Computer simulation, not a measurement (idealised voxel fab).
process module | voxel transistor to metal
cross-section cut | 215 nm wide | cells 5 nm
A cross-section is a grid of square cells, given in bands from the top down. A band is one or more rows of cells.
Each band's line starts with the height of the band's top and of its bottom, in nm. Then come its materials from left to right, each with its width in nm. One material with "throughout" fills the band from edge to edge. "air" is empty space.
Height 0 is the level under which the wafer as received is all one material. The lowest band goes on downwards, as in "0 down".
A width such as "30 to 40" changes by the same amount from each row of cells to the next, from the band's top row to its bottom row.
"no change" after a step means that no cell of the cross-section changed.
closed voids: empty space of 8 cells or more with no open way to the top, each as width x height at its distance from the left edge, in nm
after a step's settings: what the simulator itself notes on the step
overlay nm, on a step with a mask: how far to the right of its planned place the mask lay; to the left if negative
plan
1 op RECEIVE | material Si
2 op OXIDIZE | depth nm 5
3 op CONFORMAL_DEP | material SiN | thk nm 15
4 op MASKED_ETCH | tone cover | mask id ACTIVE | width nm 105 | etch materials SiN | depth nm 15 | overlay nm 0
5 op MASKED_ETCH | tone cover | mask id ACTIVE | width nm 95 | etch materials SiO2 | depth nm 5 | overlay nm 0
6 op MASKED_ETCH | tone cover | mask id ACTIVE | width nm 105 | etch materials Si | depth nm 25 | overlay nm 0
7 op OXIDIZE | depth nm 5
8 op FILL_DEP | material SiO2 | thk nm 15
9 op CMP | height nm 15
10 op SELECTIVE_ETCH | etch materials SiO2 | depth nm 10
11 op STRIP | etch materials SiN
12 op SELECTIVE_ETCH | etch materials SiO2 | depth nm 5
13 op OXIDIZE | depth nm 5
14 op DIRECTIONAL_DEP | material polySi | thk nm 25
15 op DIRECTIONAL_DEP | material SiCN | thk nm 10
16 op PATTERN | tone cover | mask id GATE | material resist | width nm 15 | thk nm 15 | overlay nm 0
17 op DIRECTIONAL_ETCH | etch materials SiCN | depth nm 20
18 op DIRECTIONAL_ETCH | etch materials polySi | depth nm 35
19 op STRIP | etch materials resist
20 op CONFORMAL_DEP | material SiO2 | thk nm 5
21 op DIRECTIONAL_ETCH | etch materials SiO2 | depth nm 5
22 op CONFORMAL_DEP | material SiN | thk nm 10
23 op DIRECTIONAL_ETCH | etch materials SiN | depth nm 10
24 op DIRECTIONAL_ETCH | etch materials SiO2 | depth nm 5
25 op DIRECTIONAL_ETCH | etch materials Si | depth nm 5
26 op EPI | material nSi | thk nm 10
27 op FILL_DEP | material SiO2 | thk nm 10
28 op CMP | height nm 30
29 op DIRECTIONAL_DEP | material SiO2 | thk nm 10
30 op MASKED_ETCH | tone open | mask id CONTACT | width nm 20 | pitch nm 75 | etch materials SiO2 | depth nm 40 | overlay nm 0
31 op CONFORMAL_DEP | material TiN | thk nm 5
32 op FILL_DEP | material W | thk nm 10
33 op CMP | height nm 40
34 op DIRECTIONAL_DEP | material TiN | thk nm 5
35 op DIRECTIONAL_DEP | material W | thk nm 15
36 op MASKED_ETCH | tone cover | mask id METAL_1 | width nm 20 | pitch nm 75 | etch materials W | depth nm 15 | overlay nm 0
37 op MASKED_ETCH | tone cover | mask id METAL_1 | width nm 20 | pitch nm 75 | etch materials TiN | depth nm 5 | overlay nm 0
38 op CONFORMAL_DEP | material SiN | thk nm 5
39 op FILL_DEP | material lowk | thk nm 10
40 op CMP | height nm 60
41 op CONFORMAL_DEP | material SiCN | thk nm 5
42 op DIRECTIONAL_DEP | material SiO2 | thk nm 35
43 op PATTERN | tone open | mask id METAL_2_HOLES | material resist | width nm 15 | pitch nm 75 | thk nm 20 | overlay nm 0
44 op DIRECTIONAL_ETCH | etch materials SiO2 | depth nm 35
45 op STRIP | etch materials resist
46 op DIRECTIONAL_DEP | material aC | thk nm 15
47 op PATTERN | tone open | mask id METAL_2 | material resist | width nm 20 | pitch nm 75 | thk nm 30 | overlay nm 0
48 op DIRECTIONAL_ETCH | etch materials aC | depth nm 15
49 op STRIP | etch materials resist
50 op DIRECTIONAL_ETCH | etch materials SiO2 | depth nm 20
51 op DIRECTIONAL_ETCH | etch materials SiCN | depth nm 5
52 op STRIP | etch materials aC
53 op CONFORMAL_DEP | material TiN | thk nm 5
54 op FILL_DEP | material Ru | thk nm 10
55 op CMP | height nm 100
56 op CONFORMAL_DEP | material SiN | thk nm 5
varied across the wafers: width nm of step 5. The plan shows the first wafer's value. All wafers start alike
first wafer as received, after step 1
  0 down: Si throughout
  closed voids: none
first wafer at the end, after step 56
  105 to 100: SiN throughout
  100 to 85: SiO2 60 | TiN 5 | Ru 10 | TiN 5 | SiO2 55 | TiN 5 | Ru 10 | TiN 5 | SiO2 60
  85 to 80: SiO2 60 | TiN 5 | Ru 5 | TiN 10 | SiO2 55 | TiN 5 | Ru 5 | TiN 10 | SiO2 60
  80 to 65: SiO2 60 | TiN 5 | Ru 5 | TiN 5 | SiO2 60 | TiN 5 | Ru 5 | TiN 5 | SiO2 65
  65 to 60: SiCN 60 | TiN 15 | SiCN 60 | TiN 15 | SiCN 65
  60 to 45: lowk 55 | SiN 5 | W 20 | SiN 5 | lowk 45 | SiN 5 | W 20 | SiN 5 | lowk 55
  45 to 40: SiN 60 | TiN 20 | SiN 55 | TiN 20 | SiN 60
  40 to 30: SiO2 60 | TiN 5 | W 10 | TiN 5 | SiO2 55 | TiN 5 | W 10 | TiN 5 | SiO2 60
  30 to 20: SiO2 60 | TiN 5 | W 10 | TiN 5 | SiO2 5 | SiN 10 | SiO2 5 | SiCN 15 | SiO2 5 | SiN 10 | SiO2 5 | TiN 5 | W 10 | TiN 5 | SiO2 60
  20 to 5: SiO2 60 | TiN 5 | W 10 | TiN 5 | SiO2 5 | SiN 10 | SiO2 5 | polySi 15 | SiO2 5 | SiN 10 | SiO2 5 | TiN 5 | W 10 | TiN 5 | SiO2 60
  5 to 0: SiO2 60 | TiN 20 | SiO2 5 | SiN 10 | SiO2 5 | polySi 15 | SiO2 5 | SiN 10 | SiO2 5 | TiN 20 | SiO2 60
  0 to -5: SiO2 55 | SiN 10 | nSi 20 | SiN 10 | SiO2 5 | polySi 15 | SiO2 5 | SiN 10 | nSi 20 | SiN 10 | SiO2 55
  -5 to -10: SiO2 65 | nSi 20 | SiO2 45 | nSi 20 | SiO2 65
  -10 to -15: SiO2 60 | Si 5 | nSi 20 | Si 45 | nSi 20 | Si 5 | SiO2 60
  -15 to -35: SiO2 60 | Si 95 | SiO2 60
  -35 down: Si throughout
  closed voids: none
last wafer at the end
  105 to 100: SiN throughout
  100 to 85: SiO2 60 | TiN 5 | Ru 10 | TiN 5 | SiO2 55 | TiN 5 | Ru 10 | TiN 5 | SiO2 60
  85 to 80: SiO2 60 | TiN 5 | Ru 5 | TiN 10 | SiO2 55 | TiN 5 | Ru 5 | TiN 10 | SiO2 60
  80 to 65: SiO2 60 | TiN 5 | Ru 5 | TiN 5 | SiO2 60 | TiN 5 | Ru 5 | TiN 5 | SiO2 65
  65 to 60: SiCN 60 | TiN 15 | SiCN 60 | TiN 15 | SiCN 65
  60 to 45: lowk 55 | SiN 5 | W 20 | SiN 5 | lowk 45 | SiN 5 | W 20 | SiN 5 | lowk 55
  45 to 40: SiN 60 | TiN 20 | SiN 55 | TiN 20 | SiN 60
  40 to 30: SiO2 60 | TiN 5 | W 10 | TiN 5 | SiO2 55 | TiN 5 | W 10 | TiN 5 | SiO2 60
  30 to 20: SiO2 60 | TiN 5 | W 10 | TiN 5 | SiO2 5 | SiN 10 | SiO2 5 | SiCN 15 | SiO2 5 | SiN 10 | SiO2 5 | TiN 5 | W 10 | TiN 5 | SiO2 60
  20 to 5: SiO2 60 | TiN 5 | W 10 | TiN 5 | SiO2 5 | SiN 10 | SiO2 5 | polySi 15 | SiO2 5 | SiN 10 | SiO2 5 | TiN 5 | W 10 | TiN 5 | SiO2 60
  5 to 0: SiO2 60 | TiN 20 | SiO2 5 | SiN 10 | SiO2 5 | polySi 15 | SiO2 5 | SiN 10 | SiO2 5 | TiN 20 | SiO2 60
  0 to -5: SiO2 55 | SiN 10 | nSi 20 | SiN 10 | SiO2 5 | polySi 15 | SiO2 5 | SiN 10 | nSi 20 | SiN 10 | SiO2 55
  -5 to -10: SiO2 65 | nSi 20 | SiO2 45 | nSi 20 | SiO2 65
  -10 to -15: SiO2 55 | Si 10 | nSi 20 | Si 45 | nSi 20 | Si 15 | SiO2 50
  -15 to -35: SiO2 55 | Si 110 | SiO2 50
  -35 down: Si throughout
  closed voids: none
each wafer at the end: cells of each material gained (+) or lost (-) since it was received, then its closed voids
width nm 95 | +20 Ru | -214 Si | +43 SiCN | +122 SiN | +668 SiO2 | +80 TiN | +52 W | +93 lowk | +24 nSi | +15 polySi | closed voids: none
width nm 100 | +20 Ru | -214 Si | +43 SiCN | +122 SiN | +668 SiO2 | +80 TiN | +52 W | +93 lowk | +24 nSi | +15 polySi | closed voids: none
width nm 105 | +20 Ru | -214 Si | +43 SiCN | +122 SiN | +668 SiO2 | +80 TiN | +52 W | +93 lowk | +24 nSi | +15 polySi | closed voids: none
width nm 110 | +20 Ru | -209 Si | +43 SiCN | +122 SiN | +663 SiO2 | +80 TiN | +52 W | +93 lowk | +24 nSi | +15 polySi | closed voids: none
width nm 115 | +20 Ru | -204 Si | +43 SiCN | +122 SiN | +658 SiO2 | +80 TiN | +52 W | +93 lowk | +24 nSi | +15 polySi | closed voids: none
width nm 120 | +20 Ru | -199 Si | +43 SiCN | +122 SiN | +653 SiO2 | +80 TiN | +52 W | +93 lowk | +24 nSi | +15 polySi | closed voids: none
